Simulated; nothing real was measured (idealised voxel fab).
Process module heading - voxel capacitor over wiring
Square cell edge 5 nm, section width 245 nm, ID cut.
Cross-section = grid of square cells, listed top down in bands; band = one or more rows. Look at the band entry: it leads with the top's height and the bottom's height in nm. Then it lists the materials left to right, with a width in nm for each. The word "everywhere" on a single material says that material fills the band edge to edge. The word "blank" is empty space. Heads up on the height convention: 0 is the point under which the incoming wafer is all one material, and the lowest band has no bottom, it just keeps going down, like "0..down". The expression "30->40" gives the width at the extremes of the band, the first number at its top row of cells and the second at its bottom row, with the width changing by equal amounts from each row to the next in between. It should be understood that the words "remained the same", when stated for a given step, signify that the cross-section underwent no change in any of its cells during that step. "Catalogued sealed voids": sealed empty spaces, 8 cells or more, no open way to top, listed width x height at distance, with distance from the left edge and width, height and distance in nm. The remark found on a step's line after its settings is issued by the simulator itself and pertains to that step. The optional step-line setting "overlay nm" applies to steps with a mask and quantifies how far to the right of its planned location the mask lay, a negative value indicating leftward placement.
# Process steps - plan
1 RECEIVE, material Si
2 CONFORMAL_DEP, material SiO2, thk nm 15
3 DIRECTIONAL_DEP, material TiN, thk nm 5
4 DIRECTIONAL_DEP, material Ru, thk nm 25
5 PATTERN, tone cover, mask id METAL_1, material resist, width nm 20, pitch nm 75, thk nm 20, overlay nm 0
6 DIRECTIONAL_ETCH, etch materials Ru, depth nm 25
7 DIRECTIONAL_ETCH, etch materials TiN, depth nm 5
8 STRIP, etch materials resist
9 CONFORMAL_DEP, material SiCN, thk nm 5
10 FILL_DEP, material SiO2, thk nm 5
11 CMP, height nm 45
12 CONFORMAL_DEP, material SiCN, thk nm 5
13 DIRECTIONAL_DEP, material lowk, thk nm 20
14 MASKED_ETCH, tone open, mask id PLUG_1, width nm 15, etch materials lowk, depth nm 20, overlay nm 0
15 MASKED_ETCH, tone open, mask id PLUG_1, width nm 15, etch materials SiCN, depth nm 5, overlay nm 0
16 CONFORMAL_DEP, material TiN, thk nm 5
17 FILL_DEP, material W, thk nm 10
18 CMP, height nm 70
19 DIRECTIONAL_DEP, material TiN, thk nm 5
20 DIRECTIONAL_DEP, material SiN, thk nm 5
21 DIRECTIONAL_DEP, material TiN, thk nm 10
22 DIRECTIONAL_DEP, material aC, thk nm 10
23 PATTERN, tone cover, mask id UPPER_PLATE, material resist, width nm 60, thk nm 25, overlay nm 0
24 DIRECTIONAL_ETCH, etch materials aC, depth nm 10
25 STRIP, etch materials resist
26 DIRECTIONAL_ETCH, etch materials TiN, depth nm 10
27 DIRECTIONAL_ETCH, etch materials SiN, depth nm 5
28 STRIP, etch materials aC
29 PATTERN, tone cover, mask id LOWER_PLATE, material resist, width nm 70, thk nm 15, overlay nm 0
30 DIRECTIONAL_ETCH, etch materials TiN, depth nm 5
31 STRIP, etch materials resist
32 FILL_DEP, material SiO2, thk nm 20
33 CMP, height nm 105
34 PATTERN, tone open, mask id PLUG_2, material resist, width nm 15, thk nm 20, overlay nm 0
35 DIRECTIONAL_ETCH, etch materials SiO2, depth nm 15
36 STRIP, etch materials resist
37 CONFORMAL_DEP, material TiN, thk nm 5
38 FILL_DEP, material Ru, thk nm 10
39 CMP, height nm 105
40 CONFORMAL_DEP, material SiN, thk nm 5
# Cross-sectional view of the wafer in its as-received condition, corresponding to the state after step 1
  0..down = Si everywhere
  Catalogued sealed voids: none
# Cross-sectional view of the first of the two wafers upon completion of the module, processed in accordance with the plan
  110..105 = SiN everywhere
  105..95 = SiO2 90 | TiN 5 | Ru 5 | TiN 5 | SiO2 140
  95..90 = SiO2 90 | TiN 15 | SiO2 140
  90..80 = SiO2 80 | TiN 60 | SiO2 105
  80..75 = SiO2 80 | SiN 60 | SiO2 105
  75..70 = SiO2 75 | TiN 70 | SiO2 100
  70..50 = lowk 80 | TiN 5 | W 5 | TiN 5 | lowk 150
  50..45 = SiCN 80 | TiN 15 | SiCN 150
  45..20 = SiO2 70 | SiCN 5 | Ru 20 | SiCN 5 | SiO2 45 | SiCN 5 | Ru 20 | SiCN 5 | SiO2 70
  20..15 = SiCN 75 | TiN 20 | SiCN 55 | TiN 20 | SiCN 75
  15..0 = SiO2 everywhere
  0..down = Si everywhere
  Catalogued sealed voids: none
# Wafer two, end of module, cross-section. Same start, same plan as wafer one. One mistake in the run
  110..105 = SiN everywhere
  105..95 = SiO2 90 | TiN 5 | Ru 5 | TiN 5 | SiO2 140
  95..90 = SiO2 90 | TiN 15 | SiO2 140
  90..80 = SiO2 80 | TiN 60 | SiO2 105
  80..75 = SiO2 80 | SiN 60 | SiO2 105
  75..70 = SiO2 75 | TiN 70 | SiO2 100
  70..50 = lowk 80 | TiN 5 | W 5 | TiN 5 | lowk 150
  50..45 = SiCN 80 | TiN 15 | SiCN 150
  45..40 = SiO2 70 | SiCN 30 | SiO2 45 | SiCN 30 | SiO2 70
  40..20 = SiO2 70 | SiCN 5 | Ru 20 | SiCN 5 | SiO2 45 | SiCN 5 | Ru 20 | SiCN 5 | SiO2 70
  20..15 = SiCN 75 | Ru 20 | SiCN 55 | Ru 20 | SiCN 75
  15..0 = SiO2 everywhere
  0..down = Si everywhere
  Catalogued sealed voids: none
In executing the process, a mistake was made relative to the plan: step 3 in the plan did not get run; it was skipped
Looking at both finished wafers in cells, the second ends up ahead of or behind the first on some materials: SiCN: 8 more, TiN: 8 fewer
